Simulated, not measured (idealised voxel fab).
A process module follows: voxel wiring stack.
Shown is cross-section cut, with a width of 185 nm and square cells of size 5 nm.
We lay out every cross-section as a grid of square cells and spell it out in bands from the top down, where one band means one or more rows of cells. Band: top and bottom heights (nm) first, top before bottom; then materials from left to right, widths in nm. "throughout" marks a sole material filling the band edge to edge. "blank" denotes empty space. Note: height 0 marks the level under which the wafer is uniformly one material as received. Lowest band unbounded below, written "from 0 down". Per-row width for "30->40": begins at first number (top row of band), ends at second number (bottom row), increment between rows held constant. "identical to before", as given for a step, is the statement that not any cell of the cross-section underwent a change during that step. Each empty space that has no open way to the top and spans at least 8 cells appears under "Fully sealed voids" as width x height at distance, the distance counted from the left edge, all in nm. Text after the settings on a step's line: the simulator's own remark on that step. If you see "overlay nm" on a step's line and that step has a mask, it's telling you how far right of where it was planned the mask ended up; a negative number means it went left instead.

## So here's the lineup of process steps we planned
1: RECEIVE (material Si)
2: CONFORMAL_DEP (material SiO2; thk nm 10)
3: CONFORMAL_DEP (material SiN; thk nm 5)
4: DIRECTIONAL_DEP (material SiO2; thk nm 25)
5: MASKED_ETCH (tone open; mask id METAL_1; width nm 20; pitch nm 45; etch materials SiO2; depth nm 25; overlay nm 0)
6: MASKED_ETCH (tone open; mask id METAL_1; width nm 20; pitch nm 45; etch materials SiN; depth nm 5; overlay nm 0)
7: CONFORMAL_DEP (material TiN; thk nm 5)
8: FILL_DEP (material Cu; thk nm 5)
9: CMP (height nm 40)
10: EPI (material Ru; thk nm 5)
11: FILL_DEP (material SiCN; thk nm 5)
12: DIRECTIONAL_DEP (material lowk; thk nm 30)
13: DIRECTIONAL_DEP (material aC; thk nm 10)
14: PATTERN (tone open; mask id METAL_2_HOLES; material resist; width nm 15; pitch nm 45; thk nm 30; overlay nm 0)
15: DIRECTIONAL_ETCH (etch materials aC; depth nm 10)
16: STRIP (etch materials resist)
17: DIRECTIONAL_ETCH (etch materials lowk; depth nm 30)
18: STRIP (etch materials aC)
19: MASKED_ETCH (tone open; mask id METAL_2; width nm 20; pitch nm 45; etch materials lowk; depth nm 20; overlay nm 0)
20: MASKED_ETCH (tone open; mask id METAL_2; width nm 20; pitch nm 45; etch materials SiCN; depth nm 5; overlay nm 0)
21: CONFORMAL_DEP (material TiN; thk nm 5)
22: FILL_DEP (material Cu; thk nm 10)
23: CMP (height nm 80)
24: CONFORMAL_DEP (material SiN; thk nm 5)

## The cross-section here shows the wafer as received, i.e. in its state after step 1
from 0 down | Si throughout
Fully sealed voids: none

## Wafer at module end, in section. Began as above, planned as above, run with one mistake
from 85 to 80 | SiN throughout
from 80 to 50 | Ru throughout
from 50 to 45 | SiCN throughout
from 45 to 40 | SiCN 10 nm / Ru 30 nm / SiCN 15 nm / Ru 30 nm / SiCN 15 nm / Ru 30 nm / SiCN 15 nm / Ru 30 nm / SiCN 10 nm
from 40 to 15 | SiO2 15 nm / TiN 5 nm / Cu 10 nm / TiN 5 nm / SiO2 25 nm / TiN 5 nm / Cu 10 nm / TiN 5 nm / SiO2 25 nm / TiN 5 nm / Cu 10 nm / TiN 5 nm / SiO2 25 nm / TiN 5 nm / Cu 10 nm / TiN 5 nm / SiO2 15 nm
from 15 to 10 | SiN 15 nm / TiN 20 nm / SiN 25 nm / TiN 20 nm / SiN 25 nm / TiN 20 nm / SiN 25 nm / TiN 20 nm / SiN 15 nm
from 10 to 0 | SiO2 throughout
from 0 down | Si throughout
Fully sealed voids: none
Want to know what went wrong? step 12: run off-plan, actual operation and settings DIRECTIONAL_DEP (material Ru; thk nm 30)
